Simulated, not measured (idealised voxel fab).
The following process module bears the name voxel local oxidation.
270 nm wide, 5 nm square cells: that's cross-section cut.
Each cross-section below is a grid of square cells, stated as bands in top-down order, with one or more rows of cells making up each band.
Each band's line starts with the height of the band's top and of its bottom, in nm. Then come its materials from left to right, each with its width in nm. One material with "everywhere" fills the band from edge to edge. "empty" is empty space.
A quick word on heights: they are counted from 0, and under that level the wafer as it came to us is one material throughout. The lowest band is different from the rest in having no bottom; it simply continues downward, written as in "0..down".
The two numbers in a width such as "30->40" mark its ends across the band: the first belongs to the top row of cells, the second to the bottom row, and from each row to the next the width moves by the same amount.
"no modifications" after a step means that no cell of the cross-section changed.
"Closed-off voids" means: voids of 8 cells or more that are shut off from the top with no open way through. Written width x height at distance, distance from the left edge, in nm.
Heads up: the bit after the settings on a step's line is the simulator's remark on that step.
overlay nm: for a step with a mask, the amount by which the mask lay right of where it was planned; a negative amount means left of it.

The following list gives the planned process steps:
1) RECEIVE | material Si
2) OXIDIZE | depth nm 5
3) CONFORMAL_DEP | material SiN | thk nm 10
4) PATTERN | tone cover | mask id ACTIVE | material resist | width nm 125 | thk nm 20 | overlay nm 0
5) DIRECTIONAL_ETCH | etch materials SiN | depth nm 10
6) STRIP | etch materials resist
7) SELECTIVE_ETCH | etch materials SiO2 | depth nm 5
8) OXIDIZE | depth nm 15
9) STRIP | etch materials SiN

Account of the first of two wafers, which was processed as intended:

Received-state cross-section, reflecting completion of step 1:
* 0..down = Si everywhere
* Closed-off voids: none

After step 2: wafer cross-section:
* 0..-5 = SiO2 everywhere
* Below -5, no change.

After step 3: wafer cross-section:
* 10..0 = SiN everywhere
* Below 0, no change.

After step 4: wafer cross-section:
* 30..10 = 70 nm empty, then 125 nm resist, then 75 nm empty
* Below 10, no change.

After step 5: wafer cross-section:
* 30..10 = 70 nm empty, then 125 nm resist, then 75 nm empty
* 10..0 = 70 nm empty, then 125 nm SiN, then 75 nm empty
* Below 0, no change.

After step 6: wafer cross-section:
* 10..0 = 70 nm empty, then 125 nm SiN, then 75 nm empty
* Below 0, no change.

After step 7: wafer cross-section:
* 10..0 = 70 nm empty, then 125 nm SiN, then 75 nm empty
* 0..-5 = 75 nm empty, then 115 nm SiO2, then 80 nm empty
* Below -5, no change.

After step 8: wafer cross-section:
* 10..0 = 70 nm empty, then 125 nm SiN, then 75 nm empty
* 0..-5 = 75 nm empty, then 115 nm SiO2, then 80 nm empty
* -5..-20 = 90 nm SiO2, then 85 nm Si, then 95 nm SiO2
* Below -20, no change.

After step 9: wafer cross-section:
* 0..-5 = 75 nm empty, then 115 nm SiO2, then 80 nm empty
* Below -5, no change.

Wafer two. Same start, same plan, one slip in execution. Same as wafer one through step 4, inclusive:

Cross-section of the second wafer corresponding to the planned conclusion of step 5:
* 30..10 = 70 nm empty, then 125 nm resist, then 75 nm empty
* 10..0 = 70 nm empty, then 125 nm SiN, then 75 nm empty
* Below 0, no change.

Cross-section of the second wafer corresponding to the planned conclusion of step 6:
* 10..0 = 70 nm empty, then 125 nm SiN, then 75 nm empty
* Below 0, no change.

Cross-section of the second wafer corresponding to the planned conclusion of step 7:
* 10..0 = 70 nm empty, then 125 nm SiN, then 75 nm empty
* 0..-5 = 75 nm empty, then 115 nm SiO2, then 80 nm empty
* Below -5, no change.

Cross-section of the second wafer corresponding to the planned conclusion of step 8:
* 10..0 = 70 nm empty, then 125 nm SiN, then 75 nm empty
* 0..-5 = 75 nm empty, then 115 nm SiO2, then 80 nm empty
* -5..-20 = 90 nm SiO2, then 85 nm Si, then 95 nm SiO2
* Below -20, no change.

Cross-section of the second wafer corresponding to the planned conclusion of step 9:
* 0..-5 = 75 nm empty, then 115 nm SiO2, then 80 nm empty
* Below -5, no change.
The mistake made against the process plan was this: step 5 in the plan was executed twice
The mistake has no effect on what this model computes, because the two wafers end with the same cross-section.
